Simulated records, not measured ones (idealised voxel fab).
Proc. module: voxel self aligned vias
Shown is cross-section cut, with a width of 245 nm and square cells of size 5 nm.
Cross-section = grid of square cells, listed top down in bands; band = one or more rows. Heights first: top, then bottom, in nm. Then materials, left to right, each with a width in nm. "all across" on a single material: fills the band edge to edge. "air": empty space. Basically, 0 is our baseline, since under it the wafer straight out of the box is all one material. The bottom band has no lower end and keeps on going down, so it looks like "z 0 and below". A two-number width, for instance "30->40", indicates that the width is equal to the first number in the top row of the band and to the second number in the bottom row, and that it changes by a constant amount per row of cells. "no change", as given for a step, is the statement that not any cell of the cross-section underwent a change during that step. Enclosed voids (no open way to top), threshold 8 cells or more, entry "Closed internal voids", notation width x height at distance, distance from left edge, nm. If you see something after the settings on a step's line, that's the simulator's own remark about that step. overlay nm: mask right of planned place by this much (step with mask). Neg. = left.

**The process steps that were planned are listed below**
1. RECEIVE: material Si
2. CONFORMAL_DEP: material SiO2, thk nm 15
3. CONFORMAL_DEP: material SiCN, thk nm 5
4. DIRECTIONAL_DEP: material SiO2, thk nm 25
5. MASKED_ETCH: tone open, mask id LINES, width nm 30, pitch nm 65, etch materials SiO2, depth nm 25, overlay nm 0
6. CONFORMAL_DEP: material TiN, thk nm 5
7. FILL_DEP: material W, thk nm 10
8. CMP: height nm 45
9. SELECTIVE_ETCH: etch materials W Ru TiN, depth nm 5
10. FILL_DEP: material SiN, thk nm 5
11. CMP: height nm 45
12. DIRECTIONAL_DEP: material SiO2, thk nm 15
13. MASKED_ETCH: tone open, mask id VIAS, width nm 50, pitch nm 65, etch materials SiO2, depth nm 15, overlay nm 0
14. MASKED_ETCH: tone open, mask id VIAS, width nm 50, pitch nm 65, etch materials SiN, depth nm 5, overlay nm 0
15. CONFORMAL_DEP: material TiN, thk nm 5
16. FILL_DEP: material W, thk nm 5
17. CMP: height nm 60
18. CONFORMAL_DEP: material SiCN, thk nm 5

**Wafer, first of two, run as planned**

**Wafer cross-section on receipt, i.e. after step 1**
    z 0 and below = Si all across
    Closed internal voids: none

**The wafer in cross-section once step 2 is complete**
    z 15 to 0 = SiO2 all across
    Everything below 0 is unchanged.

**The wafer in cross-section once step 3 is complete**
    z 20 to 15 = SiCN all across
    Everything below 15 is unchanged.

**The wafer in cross-section once step 4 is complete**
    z 45 to 20 = SiO2 all across
    Everything below 20 is unchanged.

**The wafer in cross-section once step 5 is complete**
    z 45 to 20 = SiO2: 40; air: 30; SiO2: 35; air: 30; SiO2: 35; air: 30; SiO2: 45
    Everything below 20 is unchanged.

**The wafer in cross-section once step 6 is complete**
    z 50 to 45 = TiN: 45; air: 20; TiN: 45; air: 20; TiN: 45; air: 20; TiN: 50
    z 45 to 25 = SiO2: 40; TiN: 5; air: 20; TiN: 5; SiO2: 35; TiN: 5; air: 20; TiN: 5; SiO2: 35; TiN: 5; air: 20; TiN: 5; SiO2: 45
    z 25 to 20 = SiO2: 40; TiN: 30; SiO2: 35; TiN: 30; SiO2: 35; TiN: 30; SiO2: 45
    Everything below 20 is unchanged.

**The wafer in cross-section once step 7 is complete**
    z 60 to 50 = W all across
    z 50 to 45 = TiN: 45; W: 20; TiN: 45; W: 20; TiN: 45; W: 20; TiN: 50
    z 45 to 25 = SiO2: 40; TiN: 5; W: 20; TiN: 5; SiO2: 35; TiN: 5; W: 20; TiN: 5; SiO2: 35; TiN: 5; W: 20; TiN: 5; SiO2: 45
    Everything below 25 is unchanged.

**The wafer in cross-section once step 8 is complete**
    z 45 to 25 = SiO2: 40; TiN: 5; W: 20; TiN: 5; SiO2: 35; TiN: 5; W: 20; TiN: 5; SiO2: 35; TiN: 5; W: 20; TiN: 5; SiO2: 45
    Everything below 25 is unchanged.

**The wafer in cross-section once step 9 is complete**
    z 45 to 40 = SiO2: 40; air: 30; SiO2: 35; air: 30; SiO2: 35; air: 30; SiO2: 45
    Everything below 40 is unchanged.

**The wafer in cross-section once step 10 is complete**
    z 50 to 45 = SiN all across
    z 45 to 40 = SiO2: 40; SiN: 30; SiO2: 35; SiN: 30; SiO2: 35; SiN: 30; SiO2: 45
    Everything below 40 is unchanged.

**The wafer in cross-section once step 11 is complete**
    z 45 to 40 = SiO2: 40; SiN: 30; SiO2: 35; SiN: 30; SiO2: 35; SiN: 30; SiO2: 45
    Everything below 40 is unchanged.

**The wafer in cross-section once step 12 is complete**
    z 60 to 45 = SiO2 all across
    Everything below 45 is unchanged.

**The wafer in cross-section once step 13 is complete**
    z 60 to 45 = SiO2: 30; air: 50; SiO2: 15; air: 50; SiO2: 15; air: 50; SiO2: 35
    Everything below 45 is unchanged.

**The wafer in cross-section once step 14 is complete**
    z 60 to 45 = SiO2: 30; air: 50; SiO2: 15; air: 50; SiO2: 15; air: 50; SiO2: 35
    z 45 to 40 = SiO2: 40; air: 30; SiO2: 35; air: 30; SiO2: 35; air: 30; SiO2: 45
    Everything below 40 is unchanged.

**The wafer in cross-section once step 15 is complete**
    z 65 to 60 = TiN: 35; air: 40; TiN: 25; air: 40; TiN: 25; air: 40; TiN: 40
    z 60 to 50 = SiO2: 30; TiN: 5; air: 40; TiN: 5; SiO2: 15; TiN: 5; air: 40; TiN: 5; SiO2: 15; TiN: 5; air: 40; TiN: 5; SiO2: 35
    z 50 to 45 = SiO2: 30; TiN: 15; air: 20; TiN: 15; SiO2: 15; TiN: 15; air: 20; TiN: 15; SiO2: 15; TiN: 15; air: 20; TiN: 15; SiO2: 35
    z 45 to 40 = SiO2: 40; TiN: 30; SiO2: 35; TiN: 30; SiO2: 35; TiN: 30; SiO2: 45
    Everything below 40 is unchanged.

**The wafer in cross-section once step 16 is complete**
    z 70 to 65 = W all across
    z 65 to 60 = TiN: 35; W: 40; TiN: 25; W: 40; TiN: 25; W: 40; TiN: 40
    z 60 to 50 = SiO2: 30; TiN: 5; W: 40; TiN: 5; SiO2: 15; TiN: 5; W: 40; TiN: 5; SiO2: 15; TiN: 5; W: 40; TiN: 5; SiO2: 35
    z 50 to 45 = SiO2: 30; TiN: 15; W: 20; TiN: 15; SiO2: 15; TiN: 15; W: 20; TiN: 15; SiO2: 15; TiN: 15; W: 20; TiN: 15; SiO2: 35
    Everything below 45 is unchanged.

**The wafer in cross-section once step 17 is complete**
    z 60 to 50 = SiO2: 30; TiN: 5; W: 40; TiN: 5; SiO2: 15; TiN: 5; W: 40; TiN: 5; SiO2: 15; TiN: 5; W: 40; TiN: 5; SiO2: 35
    Everything below 50 is unchanged.

**The wafer in cross-section once step 18 is complete**
    z 65 to 60 = SiCN all across
    Everything below 60 is unchanged.

**Second wafer, same starting conditions and recipe as the first, one mistake in executing it, nothing differs from the first up to and including step 12**

**X-section, second wafer, when step 13 was due to finish**
    z 60 to 45 = SiO2: 30; air: 50; SiO2: 15; air: 50; SiO2: 15; air: 50; SiO2: 35
    z 45 to 40 = SiO2: 30; air: 10; SiN: 30; air: 10; SiO2: 15; air: 10; SiN: 30; air: 10; SiO2: 15; air: 10; SiN: 30; air: 10; SiO2: 35
    z 40 to 30 = SiO2: 30; air: 10; TiN: 5; W: 20; TiN: 5; air: 10; SiO2: 15; air: 10; TiN: 5; W: 20; TiN: 5; air: 10; SiO2: 15; air: 10; TiN: 5; W: 20; TiN: 5; air: 10; SiO2: 35
    Everything below 30 is unchanged.

**X-section, second wafer, when step 14 was due to finish**
    z 60 to 40 = SiO2: 30; air: 50; SiO2: 15; air: 50; SiO2: 15; air: 50; SiO2: 35
    Everything below 40 is unchanged.

**X-section, second wafer, when step 15 was due to finish**
    z 65 to 60 = TiN: 35; air: 40; TiN: 25; air: 40; TiN: 25; air: 40; TiN: 40
    z 60 to 45 = SiO2: 30; TiN: 5; air: 40; TiN: 5; SiO2: 15; TiN: 5; air: 40; TiN: 5; SiO2: 15; TiN: 5; air: 40; TiN: 5; SiO2: 35
    z 45 to 40 = SiO2: 30; TiN: 50; SiO2: 15; TiN: 50; SiO2: 15; TiN: 50; SiO2: 35
    z 40 to 30 = SiO2: 30; TiN: 15; W: 20; TiN: 15; SiO2: 15; TiN: 15; W: 20; TiN: 15; SiO2: 15; TiN: 15; W: 20; TiN: 15; SiO2: 35
    Everything below 30 is unchanged.

**X-section, second wafer, when step 16 was due to finish**
    z 70 to 65 = W all across
    z 65 to 60 = TiN: 35; W: 40; TiN: 25; W: 40; TiN: 25; W: 40; TiN: 40
    z 60 to 45 = SiO2: 30; TiN: 5; W: 40; TiN: 5; SiO2: 15; TiN: 5; W: 40; TiN: 5; SiO2: 15; TiN: 5; W: 40; TiN: 5; SiO2: 35
    Everything below 45 is unchanged.

**X-section, second wafer, when step 17 was due to finish**
    z 60 to 45 = SiO2: 30; TiN: 5; W: 40; TiN: 5; SiO2: 15; TiN: 5; W: 40; TiN: 5; SiO2: 15; TiN: 5; W: 40; TiN: 5; SiO2: 35
    Everything below 45 is unchanged.

**X-section, second wafer, when step 18 was due to finish**
    z 65 to 60 = SiCN all across
    Everything below 60 is unchanged.
Misprocessing identified: step 13 of the plan was carried out twice
Materials where the second wafer ends with more or fewer cells than the first: SiO2 -36; TiN +24; W +12
